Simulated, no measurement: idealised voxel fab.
Presented below is a process module, voxel wiring stack.
Cross-section cut: width 240 nm, square cells of 5 nm.
Bands, listed from the top down, are how a cross-section gets written in this document; the cross-section itself is a grid of square cells, and a band is one or more rows of them.
In this notation a band is specified by the heights of its top and bottom, in that order and in nm, after which its materials appear from left to right, each paired with its width in nm. The word "throughout" attached to a single material means that material fills the band from edge to edge; the word "empty" stands for empty space.
Measure heights from 0. That's the level where, below it, the as-received wafer is all one material. The lowest band is bottomless and extends downward; write it as in "z 0 and below".
The two numbers in a width such as "30->40" mark its ends across the band: the first belongs to the top row of cells, the second to the bottom row, and from each row to the next the width moves by the same amount.
"left unchanged" -> step changed no cross-section cell.
Reported under the label "Voids, enclosed" are the empty spaces having no open way to the top and comprising 8 cells or more; the notation for each is width x height at distance, in which the distance is measured from the left edge and all three values are in nm.
What comes after the settings on a step's line is commentary from the simulator itself on that step.
overlay nm: step with mask; distance mask lay right of planned place; negative value = left of planned place.
## Process steps - plan
step 1: RECEIVE | material Si
step 2: CONFORMAL_DEP | material SiO2 | thk nm 10
step 3: CONFORMAL_DEP | material SiN | thk nm 5
step 4: DIRECTIONAL_DEP | material lowk | thk nm 15
step 5: MASKED_ETCH | tone open | mask id METAL_1 | width nm 30 | pitch nm 45 | etch materials lowk | depth nm 15 | overlay nm 0
step 6: MASKED_ETCH | tone open | mask id METAL_1 | width nm 30 | pitch nm 45 | etch materials SiN | depth nm 5 | overlay nm 0
step 7: CONFORMAL_DEP | material TiN | thk nm 5
step 8: FILL_DEP | material Cu | thk nm 5
step 9: CMP | height nm 30
step 10: CONFORMAL_DEP | material SiCN | thk nm 5
step 11: DIRECTIONAL_DEP | material SiO2 | thk nm 10
step 12: PATTERN | tone open | mask id PLUG_1 | material resist | width nm 15 | pitch nm 45 | thk nm 20 | overlay nm 0
step 13: DIRECTIONAL_ETCH | etch materials SiO2 | depth nm 10
step 14: DIRECTIONAL_ETCH | etch materials SiCN | depth nm 5
step 15: STRIP | etch materials resist
step 16: CONFORMAL_DEP | material TiN | thk nm 5
step 17: FILL_DEP | material W | thk nm 5
step 18: CMP | height nm 35
step 19: DIRECTIONAL_DEP | material TiN | thk nm 5
step 20: DIRECTIONAL_DEP | material W | thk nm 15
step 21: PATTERN | tone cover | mask id METAL_2 | material resist | width nm 30 | pitch nm 45 | thk nm 20 | overlay nm 0
step 22: DIRECTIONAL_ETCH | etch materials W | depth nm 15
step 23: DIRECTIONAL_ETCH | etch materials TiN | depth nm 5
step 24: STRIP | etch materials resist
step 25: FILL_DEP | material lowk | thk nm 10
step 26: CMP | height nm 65
step 27: CONFORMAL_DEP | material SiCN | thk nm 5
step 28: DIRECTIONAL_DEP | material lowk | thk nm 10
step 29: PATTERN | tone open | mask id PLUG_2 | material resist | width nm 15 | pitch nm 90 | thk nm 15 | overlay nm 0
step 30: DIRECTIONAL_ETCH | etch materials lowk | depth nm 10
step 31: DIRECTIONAL_ETCH | etch materials SiCN | depth nm 5
step 32: STRIP | etch materials resist
step 33: EPI | material Ru | thk nm 10
step 34: EPI | material Ru | thk nm 5
step 35: CONFORMAL_DEP | material SiCN | thk nm 5
step 36: DIRECTIONAL_DEP | material SiO2 | thk nm 20
step 37: MASKED_ETCH | tone open | mask id METAL_3 | width nm 30 | pitch nm 45 | etch materials SiO2 | depth nm 20 | overlay nm 0
step 38: MASKED_ETCH | tone open | mask id METAL_3 | width nm 30 | pitch nm 45 | etch materials SiCN | depth nm 5 | overlay nm 0
step 39: CONFORMAL_DEP | material TiN | thk nm 5
step 40: FILL_DEP | material Cu | thk nm 10
step 41: CMP | height nm 105
step 42: CONFORMAL_DEP | material SiCN | thk nm 5
step 43: DIRECTIONAL_DEP | material lowk | thk nm 35
step 44: MASKED_ETCH | tone open | mask id METAL_4 | width nm 30 | pitch nm 45 | etch materials lowk | depth nm 20 | overlay nm 0
step 45: MASKED_ETCH | tone open | mask id METAL_4_HOLES | width nm 15 | pitch nm 45 | etch materials lowk | depth nm 15 | overlay nm 0
step 46: MASKED_ETCH | tone open | mask id METAL_4_HOLES | width nm 15 | pitch nm 45 | etch materials SiCN | depth nm 5 | overlay nm 0
step 47: CONFORMAL_DEP | material TiN | thk nm 5
step 48: FILL_DEP | material Cu | thk nm 5
step 49: CMP | height nm 145
step 50: CONFORMAL_DEP | material SiN | thk nm 5
All wafers enter the flow in the same state. The height nm at step 18 differs from wafer to wafer, and the plan gives the value for the first wafer.
## first wafer as received, after step 1
z 0 and below  Si throughout
Voids, enclosed: none
## At the end of the module, after its last step, step 50, the first of several wafers appears in cross-section as follows
z 150 to 145  SiN throughout
z 145 to 130  60 nm lowk | 5 nm TiN | 20 nm Cu | 5 nm TiN | 15 nm lowk | 5 nm TiN | 20 nm Cu | 5 nm TiN | 15 nm lowk | 5 nm TiN | 20 nm Cu | 5 nm TiN | 60 nm lowk
z 130 to 125  60 nm lowk | 5 nm TiN | 5 nm Cu | 20 nm TiN | 15 nm lowk | 5 nm TiN | 5 nm Cu | 20 nm TiN | 15 nm lowk | 5 nm TiN | 5 nm Cu | 20 nm TiN | 60 nm lowk
z 125 to 110  60 nm lowk | 5 nm TiN | 5 nm Cu | 5 nm TiN | 30 nm lowk | 5 nm TiN | 5 nm Cu | 5 nm TiN | 30 nm lowk | 5 nm TiN | 5 nm Cu | 5 nm TiN | 75 nm lowk
z 110 to 105  60 nm SiCN | 15 nm TiN | 30 nm SiCN | 15 nm TiN | 30 nm SiCN | 15 nm TiN | 75 nm SiCN
z 105 to 85  60 nm SiO2 | 5 nm TiN | 20 nm Cu | 5 nm TiN | 15 nm SiO2 | 5 nm TiN | 20 nm Cu | 5 nm TiN | 15 nm SiO2 | 5 nm TiN | 20 nm Cu | 5 nm TiN | 60 nm SiO2
z 85 to 80  60 nm SiCN | 30 nm TiN | 15 nm SiCN | 30 nm TiN | 15 nm SiCN | 30 nm TiN | 60 nm SiCN
z 80 to 70  60 nm lowk | 5 nm SiCN | 5 nm TiN | 5 nm SiCN | 75 nm lowk | 5 nm SiCN | 5 nm TiN | 5 nm SiCN | 75 nm lowk
z 70 to 65  65 nm SiCN | 5 nm TiN | 85 nm SiCN | 5 nm TiN | 80 nm SiCN
z 65 to 55  lowk throughout
z 55 to 40  60 nm lowk | 30 nm W | 15 nm lowk | 30 nm W | 15 nm lowk | 30 nm W | 60 nm lowk
z 40 to 35  60 nm lowk | 30 nm TiN | 15 nm lowk | 30 nm TiN | 15 nm lowk | 30 nm TiN | 60 nm lowk
z 35 to 30  60 nm SiCN | 15 nm TiN | 30 nm SiCN | 15 nm TiN | 30 nm SiCN | 15 nm TiN | 75 nm SiCN
z 30 to 15  60 nm lowk | 5 nm TiN | 20 nm Cu | 5 nm TiN | 15 nm lowk | 5 nm TiN | 20 nm Cu | 5 nm TiN | 15 nm lowk | 5 nm TiN | 20 nm Cu | 5 nm TiN | 60 nm lowk
z 15 to 10  60 nm SiN | 30 nm TiN | 15 nm SiN | 30 nm TiN | 15 nm SiN | 30 nm TiN | 60 nm SiN
z 10 to 0  SiO2 throughout
z 0 and below  Si throughout
Voids, enclosed: none
## last wafer at the end
z 150 to 145  SiN throughout
z 145 to 130  60 nm lowk | 5 nm TiN | 20 nm Cu | 5 nm TiN | 15 nm lowk | 5 nm TiN | 20 nm Cu | 5 nm TiN | 15 nm lowk | 5 nm TiN | 20 nm Cu | 5 nm TiN | 60 nm lowk
z 130 to 125  60 nm lowk | 5 nm TiN | 5 nm Cu | 20 nm TiN | 15 nm lowk | 5 nm TiN | 5 nm Cu | 20 nm TiN | 15 nm lowk | 5 nm TiN | 5 nm Cu | 20 nm TiN | 60 nm lowk
z 125 to 110  60 nm lowk | 5 nm TiN | 5 nm Cu | 5 nm TiN | 30 nm lowk | 5 nm TiN | 5 nm Cu | 5 nm TiN | 30 nm lowk | 5 nm TiN | 5 nm Cu | 5 nm TiN | 75 nm lowk
z 110 to 105  60 nm SiCN | 15 nm TiN | 30 nm SiCN | 15 nm TiN | 30 nm SiCN | 15 nm TiN | 75 nm SiCN
z 105 to 85  60 nm SiO2 | 5 nm TiN | 20 nm Cu | 5 nm TiN | 15 nm SiO2 | 5 nm TiN | 20 nm Cu | 5 nm TiN | 15 nm SiO2 | 5 nm TiN | 20 nm Cu | 5 nm TiN | 60 nm SiO2
z 85 to 80  60 nm SiCN | 30 nm TiN | 15 nm SiCN | 30 nm TiN | 15 nm SiCN | 30 nm TiN | 60 nm SiCN
z 80 to 70  60 nm lowk | 15 nm Ru | 75 nm lowk | 15 nm Ru | 75 nm lowk
z 70 to 65  60 nm SiCN | 15 nm Ru | 75 nm SiCN | 15 nm Ru | 75 nm SiCN
z 65 to 60  60 nm lowk | 30 nm W | 15 nm lowk | 30 nm W | 15 nm lowk | 30 nm W | 60 nm lowk
z 60 to 55  60 nm lowk | 30 nm TiN | 15 nm lowk | 30 nm TiN | 15 nm lowk | 30 nm TiN | 60 nm lowk
z 55 to 50  W throughout
z 50 to 45  65 nm TiN | 5 nm W | 40 nm TiN | 5 nm W | 40 nm TiN | 5 nm W | 80 nm TiN
z 45 to 35  60 nm SiO2 | 5 nm TiN | 5 nm W | 5 nm TiN | 30 nm SiO2 | 5 nm TiN | 5 nm W | 5 nm TiN | 30 nm SiO2 | 5 nm TiN | 5 nm W | 5 nm TiN | 75 nm SiO2
z 35 to 30  60 nm SiCN | 15 nm TiN | 30 nm SiCN | 15 nm TiN | 30 nm SiCN | 15 nm TiN | 75 nm SiCN
z 30 to 15  60 nm lowk | 5 nm TiN | 20 nm Cu | 5 nm TiN | 15 nm lowk | 5 nm TiN | 20 nm Cu | 5 nm TiN | 15 nm lowk | 5 nm TiN | 20 nm Cu | 5 nm TiN | 60 nm lowk
z 15 to 10  60 nm SiN | 30 nm TiN | 15 nm SiN | 30 nm TiN | 15 nm SiN | 30 nm TiN | 60 nm SiN
z 10 to 0  SiO2 throughout
z 0 and below  Si throughout
Voids, enclosed: none
## Each row below is a wafer at the end of the module, listing for every material the number of cells it has gained (+) or lost (-) since it was received, followed by its closed voids
height nm 35; +132 Cu; +162 SiCN; +78 SiN; +216 SiO2; +171 TiN; +54 W; +627 lowk; Voids, enclosed: none
height nm 40; +132 Cu; +162 SiCN; +78 SiN; +255 SiO2; +177 TiN; +57 W; +579 lowk; Voids, enclosed: none
height nm 45; +132 Cu; +18 Ru; +150 SiCN; +78 SiN; +294 SiO2; +177 TiN; +60 W; +531 lowk; Voids, enclosed: none
height nm 50; +132 Cu; +18 Ru; +150 SiCN; +78 SiN; +294 SiO2; +222 TiN; +45 W; +501 lowk; Voids, enclosed: none
height nm 55; +132 Cu; +18 Ru; +150 SiCN; +78 SiN; +294 SiO2; +222 TiN; +75 W; +471 lowk; Voids, enclosed: none
